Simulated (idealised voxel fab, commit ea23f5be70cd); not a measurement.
process module | voxel spacer lines
cross-section cut | 220 nm wide | cells 5 nm
A cross-section is a grid of square cells, given in bands from the top down. A band is one or more rows of cells.
Each band's line starts with the height of the band's top and of its bottom, in nm. Then come its materials from left to right, each with its width in nm. One material with "throughout" fills the band from edge to edge. "air" is empty space.
Height 0 is the level under which the wafer as received is all one material. The lowest band goes on downwards, as in "0 down".
A width such as "30 to 40" changes by the same amount from each row of cells to the next, from the band's top row to its bottom row.
"no change" after a step means that no cell of the cross-section changed.
closed voids: empty space of 8 cells or more with no open way to the top, each as width x height at its distance from the left edge, in nm
after a step's settings: what the simulator itself notes on the step
overlay nm, on a step with a mask: how far to the right of its planned place the mask lay; to the left if negative
plan
1 op RECEIVE | material Si
2 op CONFORMAL_DEP | material Al2O3 | thk nm 5
3 op DIRECTIONAL_DEP | material TiN | thk nm 20
4 op DIRECTIONAL_DEP | material polySi | thk nm 20
5 op PATTERN | tone cover | mask id MANDREL | material resist | width nm 15 | pitch nm 60 | thk nm 25 | overlay nm 0
6 op DIRECTIONAL_ETCH | etch materials polySi | depth nm 20
7 op STRIP | etch materials resist
8 op CONFORMAL_DEP | material SiN | thk nm 15
9 op DIRECTIONAL_ETCH | etch materials SiN | depth nm 15
10 op STRIP | etch materials polySi
11 op DIRECTIONAL_ETCH | etch materials TiN | depth nm 20
12 op STRIP | etch materials SiN
as received, after step 1
  0 down: Si throughout
  closed voids: none
first wafer at the end, as planned
  25 to 5: air 55 | TiN 15 | air 15 | TiN 15 | air 15 | TiN 15 | air 15 | TiN 15 | air 60
  5 to 0: Al2O3 throughout
  0 down: Si throughout
  closed voids: none
second wafer at the end: like start, like plan, one mistake
  25 to 5: air 65 | TiN 15 | air 15 | TiN 15 | air 15 | TiN 15 | air 15 | TiN 15 | air 50
  5 to 0: Al2O3 throughout
  0 down: Si throughout
  closed voids: none
what went wrong: step 5 ran as: op PATTERN | tone cover | mask id MANDREL | material resist | width nm 15 | pitch nm 60 | thk nm 25 | overlay nm 10
at the end the second wafer has, in cells: as many of each material as the first, in other places
